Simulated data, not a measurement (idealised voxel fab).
A process module follows: voxel fin reveal.
The cross-section shown here is cut; it is 165 nm wide and divided into square cells measuring 5 nm on a side.
Heads up, the way a cross-section reads in here is a grid of square cells, handed over as bands from the top down, with every band being one or more rows of cells. It is stipulated that each band's entry specify, in nanometres, the height of the top of the band and then that of its bottom, followed by the materials of the band in left-to-right sequence, each together with its width in nanometres. A single material marked by the word "all across" is understood to fill the band from edge to edge; the word "empty" is understood to denote empty space. Heights are measured from 0, the level below which the as-received wafer is all one material; the lowest band has no bottom and continues downward, written as in "top 0, no bottom". Quick explanation for "30..40": the width changes in equal steps down the rows of cells, from the first number in the band's top row to the second number in its bottom row. Step marked "everything unchanged"? Then no cell in the cross-section changed in it. This entry, "Fully sealed cavities", enumerates those empty regions of no fewer than 8 cells that possess no open connection to the top. Each region is reported in the form width x height at distance, the distance being taken from the left edge, with all three quantities expressed in nm. The remark found on a step's line after its settings is issued by the simulator itself and pertains to that step. overlay nm: on a step with a mask, how far right of its planned place the mask lay; negative means left.
The following list gives the planned process steps
| 1 | RECEIVE, material Si |
| 2 | CONFORMAL_DEP, material SiN, thk nm 5 |
| 3 | PATTERN, tone cover, mask id FINS, material resist, width nm 15, pitch nm 35, thk nm 20, overlay nm 0 |
| 4 | DIRECTIONAL_ETCH, etch materials SiN, depth nm 5 |
| 5 | DIRECTIONAL_ETCH, etch materials Si, depth nm 30 |
| 6 | STRIP, etch materials resist |
| 7 | OXIDIZE, depth nm 5 |
| 8 | FILL_DEP, material SiO2, thk nm 5 |
| 9 | CMP, height nm 5 |
| 10 | SELECTIVE_ETCH, etch materials SiO2, depth nm 20 |
| 11 | STRIP, etch materials SiN |
| 12 | CONFORMAL_DEP, material HfO2, thk nm 5 |
Wafer-to-wafer difference: thk nm, step 12. Common start. Plan = first wafer's value.
First wafer as received, after step 1
> top 0, no bottom | Si all across
> Fully sealed cavities: none
Per wafer (row), end of module: delta in cells per material since receipt, (+) for gained, (-) for lost; closed voids after that
thk nm 5 | +57 HfO2 | -203 Si | +116 SiO2 | Fully sealed cavities: none
thk nm 10 | +114 HfO2 | -203 Si | +116 SiO2 | Fully sealed cavities: none
thk nm 15 | +171 HfO2 | -203 Si | +116 SiO2 | Fully sealed cavities: none
thk nm 20 | +210 HfO2 | -203 Si | +116 SiO2 | Fully sealed cavities: none
